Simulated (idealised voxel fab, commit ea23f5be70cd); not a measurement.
process module | voxel lift off
Cross-sectional view cut (width: 295 nm; square cell size: 5 nm).
When this document writes out a cross-section, it uses a grid of square cells and lists it as bands, beginning at the top and moving down, with a band standing for one or more rows of cells. It is stipulated that each band's entry specify, in nanometres, the height of the top of the band and then that of its bottom, followed by the materials of the band in left-to-right sequence, each together with its width in nanometres. A single material marked by the word "full width" is understood to fill the band from edge to edge; the word "air" is understood to denote empty space. Height reference: 0 = level under which incoming wafer is all one material. Lowest band: no bottom, runs on downward, e.g. "0 down". When a width is written as two numbers, as in "30 to 40", the first number is the width in the top row of cells of the band and the second is the width in its bottom row, and the width changes by the same amount from each row to the next. When a step is marked "nothing changed", none of the cells in the cross-section changed during that step. The label "Enclosed void list" introduces a list of the empty spaces, 8 cells or larger, that have no open way up to the top; each entry in it reads width x height at distance, where the distance is taken from the left edge and all three are stated in nm. Post-settings text on a step line: simulator's own remark regarding the step. You can add "overlay nm" to a step's line. For a step with a mask, it describes how far the mask lay to the right of its planned position, and a negative number describes a lay to the left.
-- These are the steps we planned for the process
1 RECEIVE,material Si
2 CONFORMAL_DEP,material SiO2,thk nm 15
3 PATTERN,tone open,mask id LINES,material resist,width nm 15,pitch nm 35,thk nm 25,overlay nm 0
4 DIRECTIONAL_DEP,material Ru,thk nm 15
5 STRIP,etch materials resist
6 CONFORMAL_DEP,material SiN,thk nm 5
-- As-received state of the wafer in cross-section, equivalent to post-step 1
* 0 down: Si full width
* Enclosed void list: none
-- The following cross-section depicts the wafer upon conclusion of the module. Processing commenced from the starting condition illustrated above and adhered to the plan illustrated above, save for one mistake in execution
* 20 to 15: air 80, SiN 25, air 10, SiN 25, air 10, SiN 25, air 10, SiN 25, air 85
* 15 to 5: air 80, SiN 5, Ru 15, SiN 5, air 10, SiN 5, Ru 15, SiN 5, air 10, SiN 5, Ru 15, SiN 5, air 10, SiN 5, Ru 15, SiN 5, air 85
* 5 to 0: SiN 85, Ru 15, SiN 20, Ru 15, SiN 20, Ru 15, SiN 20, Ru 15, SiN 90
* 0 down: Si full width
* Enclosed void list: none
What was the processing mistake? step 2 of the plan was excluded from execution and never run
